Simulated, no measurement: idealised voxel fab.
process module | voxel transistor to metal
cross-section cut | 160 nm wide | cells 5 nm
A cross-section is a grid of square cells, given in bands from the top down. A band is one or more rows of cells.
Each band's line starts with the height of the band's top and of its bottom, in nm. Then come its materials from left to right, each with its width in nm. One material with "throughout" fills the band from edge to edge. "air" is empty space.
Height 0 is the level under which the wafer as received is all one material. The lowest band goes on downwards, as in "0 down".
A width such as "30 to 40" changes by the same amount from each row of cells to the next, from the band's top row to its bottom row.
"no change" after a step means that no cell of the cross-section changed.
closed voids: empty space of 8 cells or more with no open way to the top, each as width x height at its distance from the left edge, in nm
after a step's settings: what the simulator itself notes on the step
overlay nm, on a step with a mask: how far to the right of its planned place the mask lay; to the left if negative
plan
1 op RECEIVE | material Si
2 op CONFORMAL_DEP | material SiO2 | thk nm 5
3 op CONFORMAL_DEP | material SiN | thk nm 10
4 op MASKED_ETCH | tone cover | mask id ACTIVE | width nm 115 | etch materials SiN | depth nm 10 | overlay nm 0
5 op MASKED_ETCH | tone cover | mask id ACTIVE | width nm 115 | etch materials SiO2 | depth nm 5 | overlay nm 0
6 op MASKED_ETCH | tone cover | mask id ACTIVE | width nm 115 | etch materials Si | depth nm 30 | overlay nm 0
7 op OXIDIZE | depth nm 5
8 op FILL_DEP | material SiO2 | thk nm 15
9 op CMP | height nm 15
10 op SELECTIVE_ETCH | etch materials SiO2 | depth nm 10
11 op STRIP | etch materials SiN
12 op SELECTIVE_ETCH | etch materials SiO2 | depth nm 5
13 op OXIDIZE | depth nm 5
14 op DIRECTIONAL_DEP | material polySi | thk nm 25
15 op DIRECTIONAL_DEP | material SiCN | thk nm 10
16 op PATTERN | tone cover | mask id GATE | material resist | width nm 25 | thk nm 20 | overlay nm 0
17 op DIRECTIONAL_ETCH | etch materials SiCN | depth nm 20
18 op DIRECTIONAL_ETCH | etch materials polySi | depth nm 35
19 op STRIP | etch materials resist
20 op CONFORMAL_DEP | material SiO2 | thk nm 5
21 op DIRECTIONAL_ETCH | etch materials SiO2 | depth nm 5
22 op CONFORMAL_DEP | material SiN | thk nm 5
23 op DIRECTIONAL_ETCH | etch materials SiN | depth nm 5
24 op DIRECTIONAL_ETCH | etch materials SiO2 | depth nm 5
25 op EPI | material pSi | thk nm 5
26 op FILL_DEP | material SiO2 | thk nm 10
27 op CMP | height nm 35
28 op DIRECTIONAL_DEP | material SiO2 | thk nm 10
29 op MASKED_ETCH | tone open | mask id CONTACT | width nm 35 | pitch nm 70 | etch materials SiO2 | depth nm 45 | overlay nm 0
30 op CONFORMAL_DEP | material TiN | thk nm 5
31 op FILL_DEP | material Ru | thk nm 10
32 op CMP | height nm 45
33 op CONFORMAL_DEP | material SiN | thk nm 5
34 op DIRECTIONAL_DEP | material lowk | thk nm 20
35 op PATTERN | tone open | mask id METAL_1 | material resist | width nm 20 | pitch nm 85 | thk nm 20 | overlay nm 0
36 op DIRECTIONAL_ETCH | etch materials lowk | depth nm 20
37 op DIRECTIONAL_ETCH | etch materials SiN | depth nm 5
38 op STRIP | etch materials resist
39 op CONFORMAL_DEP | material TiN | thk nm 5
40 op FILL_DEP | material W | thk nm 5
41 op CMP | height nm 70
42 op EPI | material Ru | thk nm 5
43 op FILL_DEP | material SiCN | thk nm 5
first wafer, as planned
as received, after step 1
  0 down: Si throughout
  closed voids: none
after step 2
  5 to 0: SiO2 throughout
  below 0: unchanged
after step 3
  15 to 5: SiN throughout
  below 5: unchanged
after step 4
  15 to 5: air 20 | SiN 115 | air 25
  below 5: unchanged
after step 5
  15 to 5: air 20 | SiN 115 | air 25
  5 to 0: air 20 | SiO2 115 | air 25
  below 0: unchanged
after step 6
  15 to 5: air 20 | SiN 115 | air 25
  5 to 0: air 20 | SiO2 115 | air 25
  0 to -30: air 20 | Si 115 | air 25
  below -30: unchanged
after step 7
  15 to 5: air 20 | SiN 115 | air 25
  5 to 0: air 20 | SiO2 115 | air 25
  0 to -30: air 20 | SiO2 5 | Si 105 | SiO2 5 | air 25
  -30 to -35: SiO2 25 | Si 105 | SiO2 30
  below -35: unchanged
after step 8
  30 to 15: SiO2 throughout
  15 to 5: SiO2 20 | SiN 115 | SiO2 25
  5 to 0: SiO2 throughout
  0 to -35: SiO2 25 | Si 105 | SiO2 30
  below -35: unchanged
after step 9
  15 to 5: SiO2 20 | SiN 115 | SiO2 25
  below 5: unchanged
after step 10
  15 to 5: air 20 | SiN 115 | air 25
  below 5: unchanged
after step 11
  5 to 0: SiO2 throughout
  below 0: unchanged
after step 12
  0 to -35: SiO2 25 | Si 105 | SiO2 30
  below -35: unchanged
after step 13
  0 to -5: SiO2 throughout
  below -5: unchanged
after step 14
  25 to 0: polySi throughout
  below 0: unchanged
after step 15
  35 to 25: SiCN throughout
  below 25: unchanged
after step 16
  55 to 35: air 65 | resist 25 | air 70
  below 35: unchanged
after step 17
  55 to 35: air 65 | resist 25 | air 70
  35 to 25: air 65 | SiCN 25 | air 70
  below 25: unchanged
after step 18
  55 to 35: air 65 | resist 25 | air 70
  35 to 25: air 65 | SiCN 25 | air 70
  25 to 0: air 65 | polySi 25 | air 70
  below 0: unchanged
after step 19
  35 to 25: air 65 | SiCN 25 | air 70
  below 25: unchanged
after step 20
  40 to 35: air 60 | SiO2 35 | air 65
  35 to 25: air 60 | SiO2 5 | SiCN 25 | SiO2 5 | air 65
  25 to 5: air 60 | SiO2 5 | polySi 25 | SiO2 5 | air 65
  5 to 0: SiO2 65 | polySi 25 | SiO2 70
  below 0: unchanged
after step 21
  35 to 25: air 60 | SiO2 5 | SiCN 25 | SiO2 5 | air 65
  25 to 0: air 60 | SiO2 5 | polySi 25 | SiO2 5 | air 65
  below 0: unchanged
after step 22
  40 to 35: air 55 | SiN 45 | air 60
  35 to 25: air 55 | SiN 5 | SiO2 5 | SiCN 25 | SiO2 5 | SiN 5 | air 60
  25 to 5: air 55 | SiN 5 | SiO2 5 | polySi 25 | SiO2 5 | SiN 5 | air 60
  5 to 0: SiN 60 | SiO2 5 | polySi 25 | SiO2 5 | SiN 65
  below 0: unchanged
after step 23
  35 to 25: air 55 | SiN 5 | SiO2 5 | SiCN 25 | SiO2 5 | SiN 5 | air 60
  25 to 0: air 55 | SiN 5 | SiO2 5 | polySi 25 | SiO2 5 | SiN 5 | air 60
  below 0: unchanged
after step 24
  35 to 30: air 55 | SiN 5 | air 5 | SiCN 25 | air 5 | SiN 5 | air 60
  30 to 25: air 55 | SiN 5 | SiO2 5 | SiCN 25 | SiO2 5 | SiN 5 | air 60
  25 to 0: air 55 | SiN 5 | SiO2 5 | polySi 25 | SiO2 5 | SiN 5 | air 60
  0 to -5: air 55 | SiO2 45 | air 60
  below -5: unchanged
after step 25
  35 to 30: air 55 | SiN 5 | air 5 | SiCN 25 | air 5 | SiN 5 | air 60
  30 to 25: air 55 | SiN 5 | SiO2 5 | SiCN 25 | SiO2 5 | SiN 5 | air 60
  25 to 0: air 55 | SiN 5 | SiO2 5 | polySi 25 | SiO2 5 | SiN 5 | air 60
  0 to -5: air 20 | pSi 35 | SiO2 45 | pSi 35 | air 25
  below -5: unchanged
after step 26
  45 to 35: SiO2 throughout
  35 to 25: SiO2 55 | SiN 5 | SiO2 5 | SiCN 25 | SiO2 5 | SiN 5 | SiO2 60
  25 to 0: SiO2 55 | SiN 5 | SiO2 5 | polySi 25 | SiO2 5 | SiN 5 | SiO2 60
  0 to -5: SiO2 20 | pSi 35 | SiO2 45 | pSi 35 | SiO2 25
  below -5: unchanged
after step 27
  35 to 25: SiO2 55 | SiN 5 | SiO2 5 | SiCN 25 | SiO2 5 | SiN 5 | SiO2 60
  below 25: unchanged
after step 28
  45 to 35: SiO2 throughout
  below 35: unchanged
after step 29
  45 to 35: SiO2 25 | air 35 | SiO2 35 | air 35 | SiO2 30
  35 to 25: SiO2 25 | air 30 | SiN 5 | SiO2 5 | SiCN 25 | SiO2 5 | SiN 5 | air 30 | SiO2 30
  25 to 0: SiO2 25 | air 30 | SiN 5 | SiO2 5 | polySi 25 | SiO2 5 | SiN 5 | air 30 | SiO2 30
  below 0: unchanged
after step 30
  50 to 45: TiN 30 | air 25 | TiN 45 | air 25 | TiN 35
  45 to 35: SiO2 25 | TiN 5 | air 25 to 20 | TiN 5 to 10 | SiO2 35 | TiN 5 to 10 | air 25 to 20 | TiN 5 | SiO2 30
  35 to 25: SiO2 25 | TiN 5 | air 20 | TiN 5 | SiN 5 | SiO2 5 | SiCN 25 | SiO2 5 | SiN 5 | TiN 5 | air 20 | TiN 5 | SiO2 30
  25 to 5: SiO2 25 | TiN 5 | air 20 | TiN 5 | SiN 5 | SiO2 5 | polySi 25 | SiO2 5 | SiN 5 | TiN 5 | air 20 | TiN 5 | SiO2 30
  5 to 0: SiO2 25 | TiN 30 | SiN 5 | SiO2 5 | polySi 25 | SiO2 5 | SiN 5 | TiN 30 | SiO2 30
  below 0: unchanged
after step 31
  60 to 50: Ru throughout
  50 to 45: TiN 30 | Ru 25 | TiN 45 | Ru 25 | TiN 35
  45 to 35: SiO2 25 | TiN 5 | Ru 25 to 20 | TiN 5 to 10 | SiO2 35 | TiN 5 to 10 | Ru 25 to 20 | TiN 5 | SiO2 30
  35 to 25: SiO2 25 | TiN 5 | Ru 20 | TiN 5 | SiN 5 | SiO2 5 | SiCN 25 | SiO2 5 | SiN 5 | TiN 5 | Ru 20 | TiN 5 | SiO2 30
  25 to 5: SiO2 25 | TiN 5 | Ru 20 | TiN 5 | SiN 5 | SiO2 5 | polySi 25 | SiO2 5 | SiN 5 | TiN 5 | Ru 20 | TiN 5 | SiO2 30
  below 5: unchanged
after step 32
  45 to 35: SiO2 25 | TiN 5 | Ru 25 to 20 | TiN 5 to 10 | SiO2 35 | TiN 5 to 10 | Ru 25 to 20 | TiN 5 | SiO2 30
  below 35: unchanged
after step 33
  50 to 45: SiN throughout
  below 45: unchanged
after step 34
  70 to 50: lowk throughout
  below 50: unchanged
after step 35
  90 to 70: resist 25 | air 20 | resist 65 | air 20 | resist 30
  below 70: unchanged
after step 36
  90 to 70: resist 25 | air 20 | resist 65 | air 20 | resist 30
  70 to 50: lowk 25 | air 20 | lowk 65 | air 20 | lowk 30
  below 50: unchanged
after step 37
  90 to 70: resist 25 | air 20 | resist 65 | air 20 | resist 30
  70 to 50: lowk 25 | air 20 | lowk 65 | air 20 | lowk 30
  50 to 45: SiN 25 | air 20 | SiN 65 | air 20 | SiN 30
  below 45: unchanged
after step 38
  70 to 50: lowk 25 | air 20 | lowk 65 | air 20 | lowk 30
  below 50: unchanged
after step 39
  75 to 70: TiN 30 | air 10 | TiN 75 | air 10 | TiN 35
  70 to 50: lowk 25 | TiN 5 | air 10 | TiN 5 | lowk 65 | TiN 5 | air 10 | TiN 5 | lowk 30
  50 to 45: SiN 25 | TiN 20 | SiN 65 | TiN 20 | SiN 30
  below 45: unchanged
after step 40
  80 to 75: W throughout
  75 to 70: TiN 30 | W 10 | TiN 75 | W 10 | TiN 35
  70 to 50: lowk 25 | TiN 5 | W 10 | TiN 5 | lowk 65 | TiN 5 | W 10 | TiN 5 | lowk 30
  below 50: unchanged
after step 41
  70 to 50: lowk 25 | TiN 5 | W 10 | TiN 5 | lowk 65 | TiN 5 | W 10 | TiN 5 | lowk 30
  below 50: unchanged
after step 42
  75 to 70: air 20 | Ru 30 | air 55 | Ru 30 | air 25
  below 70: unchanged
after step 43
  80 to 75: SiCN throughout
  75 to 70: SiCN 20 | Ru 30 | SiCN 55 | Ru 30 | SiCN 25
  below 70: unchanged
second wafer: like start, like plan, one mistake. Through step 15 it matches the first wafer
when step 16 should have ended
  55 to 35: resist 65 | air 25 | resist 70
  below 35: unchanged
when step 17 should have ended
  55 to 35: resist 65 | air 25 | resist 70
  35 to 25: SiCN 65 | air 25 | SiCN 70
  below 25: unchanged
when step 18 should have ended
  55 to 35: resist 65 | air 25 | resist 70
  35 to 25: SiCN 65 | air 25 | SiCN 70
  25 to 0: polySi 65 | air 25 | polySi 70
  below 0: unchanged
when step 19 should have ended
  35 to 25: SiCN 65 | air 25 | SiCN 70
  below 25: unchanged
when step 20 should have ended
  40 to 35: SiO2 70 | air 15 | SiO2 75
  35 to 25: SiCN 65 | SiO2 5 | air 15 | SiO2 5 | SiCN 70
  25 to 5: polySi 65 | SiO2 5 | air 15 | SiO2 5 | polySi 70
  5 to 0: polySi 65 | SiO2 25 | polySi 70
  below 0: unchanged
when step 21 should have ended
  35 to 25: SiCN 65 | SiO2 5 | air 15 | SiO2 5 | SiCN 70
  25 to 0: polySi 65 | SiO2 5 | air 15 | SiO2 5 | polySi 70
  below 0: unchanged
when step 22 should have ended
  40 to 35: SiN 75 | air 5 | SiN 80
  35 to 25: SiCN 65 | SiO2 5 | SiN 5 | air 5 | SiN 5 | SiO2 5 | SiCN 70
  25 to 5: polySi 65 | SiO2 5 | SiN 5 | air 5 | SiN 5 | SiO2 5 | polySi 70
  5 to 0: polySi 65 | SiO2 5 | SiN 15 | SiO2 5 | polySi 70
  below 0: unchanged
when step 23 should have ended
  35 to 25: SiCN 65 | SiO2 5 | SiN 5 | air 5 | SiN 5 | SiO2 5 | SiCN 70
  25 to 0: polySi 65 | SiO2 5 | SiN 5 | air 5 | SiN 5 | SiO2 5 | polySi 70
  below 0: unchanged
when step 24 should have ended
  35 to 30: SiCN 65 | air 5 | SiN 5 | air 5 | SiN 5 | air 5 | SiCN 70
  30 to 25: SiCN 65 | SiO2 5 | SiN 5 | air 5 | SiN 5 | SiO2 5 | SiCN 70
  25 to 0: polySi 65 | SiO2 5 | SiN 5 | air 5 | SiN 5 | SiO2 5 | polySi 70
  0 to -5: SiO2 75 | air 5 | SiO2 80
  below -5: unchanged
when step 25 should have ended
  35 to 30: SiCN 65 | air 5 | SiN 5 | air 5 | SiN 5 | air 5 | SiCN 70
  30 to 25: SiCN 65 | SiO2 5 | SiN 5 | air 5 | SiN 5 | SiO2 5 | SiCN 70
  25 to 0: polySi 65 | SiO2 5 | SiN 5 | air 5 | SiN 5 | SiO2 5 | polySi 70
  0 to -5: SiO2 75 | pSi 5 | SiO2 80
  below -5: unchanged
when step 26 should have ended
  45 to 35: SiO2 throughout
  35 to 25: SiCN 65 | SiO2 5 | SiN 5 | SiO2 5 | SiN 5 | SiO2 5 | SiCN 70
  25 to 0: polySi 65 | SiO2 5 | SiN 5 | SiO2 5 | SiN 5 | SiO2 5 | polySi 70
  below 0: unchanged
when step 27 should have ended
  35 to 25: SiCN 65 | SiO2 5 | SiN 5 | SiO2 5 | SiN 5 | SiO2 5 | SiCN 70
  below 25: unchanged
when step 28 should have ended
  45 to 35: SiO2 throughout
  below 35: unchanged
when step 29 should have ended
  45 to 35: SiO2 25 | air 35 | SiO2 35 | air 35 | SiO2 30
  below 35: unchanged
when step 30 should have ended
  50 to 45: TiN 30 | air 25 | TiN 45 | air 25 | TiN 35
  45 to 40: SiO2 25 | TiN 5 | air 25 | TiN 5 | SiO2 35 | TiN 5 | air 25 | TiN 5 | SiO2 30
  40 to 35: SiO2 25 | TiN 35 | SiO2 35 | TiN 35 | SiO2 30
  below 35: unchanged
when step 31 should have ended
  60 to 50: Ru throughout
  50 to 45: TiN 30 | Ru 25 | TiN 45 | Ru 25 | TiN 35
  45 to 40: SiO2 25 | TiN 5 | Ru 25 | TiN 5 | SiO2 35 | TiN 5 | Ru 25 | TiN 5 | SiO2 30
  below 40: unchanged
when step 32 should have ended
  45 to 40: SiO2 25 | TiN 5 | Ru 25 | TiN 5 | SiO2 35 | TiN 5 | Ru 25 | TiN 5 | SiO2 30
  below 40: unchanged
when step 33 should have ended
  50 to 45: SiN throughout
  below 45: unchanged
when step 34 should have ended
  70 to 50: lowk throughout
  below 50: unchanged
when step 35 should have ended
  90 to 70: resist 25 | air 20 | resist 65 | air 20 | resist 30
  below 70: unchanged
when step 36 should have ended
  90 to 70: resist 25 | air 20 | resist 65 | air 20 | resist 30
  70 to 50: lowk 25 | air 20 | lowk 65 | air 20 | lowk 30
  below 50: unchanged
when step 37 should have ended
  90 to 70: resist 25 | air 20 | resist 65 | air 20 | resist 30
  70 to 50: lowk 25 | air 20 | lowk 65 | air 20 | lowk 30
  50 to 45: SiN 25 | air 20 | SiN 65 | air 20 | SiN 30
  below 45: unchanged
when step 38 should have ended
  70 to 50: lowk 25 | air 20 | lowk 65 | air 20 | lowk 30
  below 50: unchanged
when step 39 should have ended
  75 to 70: TiN 30 | air 10 | TiN 75 | air 10 | TiN 35
  70 to 50: lowk 25 | TiN 5 | air 10 | TiN 5 | lowk 65 | TiN 5 | air 10 | TiN 5 | lowk 30
  50 to 45: SiN 25 | TiN 20 | SiN 65 | TiN 20 | SiN 30
  below 45: unchanged
when step 40 should have ended
  80 to 75: W throughout
  75 to 70: TiN 30 | W 10 | TiN 75 | W 10 | TiN 35
  70 to 50: lowk 25 | TiN 5 | W 10 | TiN 5 | lowk 65 | TiN 5 | W 10 | TiN 5 | lowk 30
  below 50: unchanged
when step 41 should have ended
  70 to 50: lowk 25 | TiN 5 | W 10 | TiN 5 | lowk 65 | TiN 5 | W 10 | TiN 5 | lowk 30
  below 50: unchanged
when step 42 should have ended
  75 to 70: air 20 | Ru 30 | air 55 | Ru 30 | air 25
  below 70: unchanged
when step 43 should have ended
  80 to 75: SiCN throughout
  75 to 70: SiCN 20 | Ru 30 | SiCN 55 | Ru 30 | SiCN 25
  below 70: unchanged
what went wrong: step 16 ran as: op PATTERN | tone open | mask id GATE | material resist | width nm 25 | thk nm 20 | overlay nm 0
at the end the second wafer has, in cells: 56 fewer of Ru | 44 more of SiCN | 57 fewer of SiO2 | 28 fewer of TiN | 13 fewer of pSi | 110 more of polySi
